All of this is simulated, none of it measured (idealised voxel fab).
The process module presented herein is designated voxel ribs on slabs.
Cross-sectional view cut (width: 235 nm; square cell size: 5 nm).
A cross-section in this document is a grid of square cells, and it is written down as bands, the top band listed before the ones below it; a band is made up of one or more rows of cells.
This entry defines a band. It first specifies the height of the band's top and the height of its bottom in nm, and then specifies the band's materials from left to right, stating each material with its width in nm. The word "all across" identifies a single material that fills the band from edge to edge, while the word "empty" identifies empty space.
A quick word on heights: they are counted from 0, and under that level the wafer as it came to us is one material throughout. The lowest band is different from the rest in having no bottom; it simply continues downward, written as in "0 and below".
Graded width ("30 to 40"): value in top row of band = first number; value in bottom row = second number; row-to-row change constant.
For the purposes of this document, the phrase "all unchanged" attached to a step denotes that no cell within the cross-section was modified by that step.
"Closed cavities" enumerates empty spaces isolated from the top, with no open way to it, that contain at least 8 cells, giving each as width x height at distance from the left edge, all three in nm.
after a step's settings: what the simulator itself notes on the step
"overlay nm" denotes, for a step that has a mask, the displacement of the mask to the right of its planned place, with negative values corresponding to the left.
THE PLANNED PROCESS STEPS ARE ENUMERATED HEREUNDER
| 1 | op RECEIVE | material Si |
| 2 | op DIRECTIONAL_DEP | material SiO2 | thk nm 30 |
| 3 | op DIRECTIONAL_DEP | material SiN | thk nm 20 |
| 4 | op PATTERN | tone cover | mask id RIB | material resist | width nm 25 | thk nm 20 | overlay nm 0 |
| 5 | op DIRECTIONAL_ETCH | etch materials SiN | depth nm 15 |
| 6 | op STRIP | etch materials resist |
| 7 | op DIRECTIONAL_DEP | material aC | thk nm 15 |
| 8 | op PATTERN | tone cover | mask id SLAB | material resist | width nm 65 | thk nm 35 | overlay nm 0 |
| 9 | op DIRECTIONAL_ETCH | etch materials aC | depth nm 15 |
| 10 | op STRIP | etch materials resist |
| 11 | op DIRECTIONAL_ETCH | etch materials SiN | depth nm 5 |
| 12 | op STRIP | etch materials aC |
| 13 | op FILL_DEP | material SiO2 | thk nm 25 |
| 14 | op CMP | height nm 65 |
| 15 | op DIRECTIONAL_DEP | material W | thk nm 5 |
| 16 | op MASKED_ETCH | tone cover | mask id HEATER | width nm 35 | etch materials W | depth nm 5 | overlay nm 0 |
| 17 | op CONFORMAL_DEP | material SiO2 | thk nm 5 |
AS-RECEIVED STATE OF THE WAFER IN CROSS-SECTION, EQUIVALENT TO POST-STEP 1
0 and below | Si all across
Closed cavities: none
WHAT THE WAFER LOOKS LIKE IN CROSS-SECTION AFTER THIS MODULE, WHEN IT STARTS AS SHOWN ABOVE AND FOLLOWS THE PLAN ABOVE BUT ONE MISTAKE IS MADE IN RUNNING IT
75 down to 70 | 95 of empty | 45 of SiO2 | 95 of empty
70 down to 65 | 100 of SiO2 | 35 of W | 100 of SiO2
65 down to 55 | 105 of SiO2 | 25 of SiN | 105 of SiO2
55 down to 50 | 85 of SiO2 | 65 of SiN | 85 of SiO2
50 down to 30 | SiN all across
30 down to 0 | SiO2 all across
0 and below | Si all across
Closed cavities: none
Here's what went sideways: step 3 of the plan was performed twice
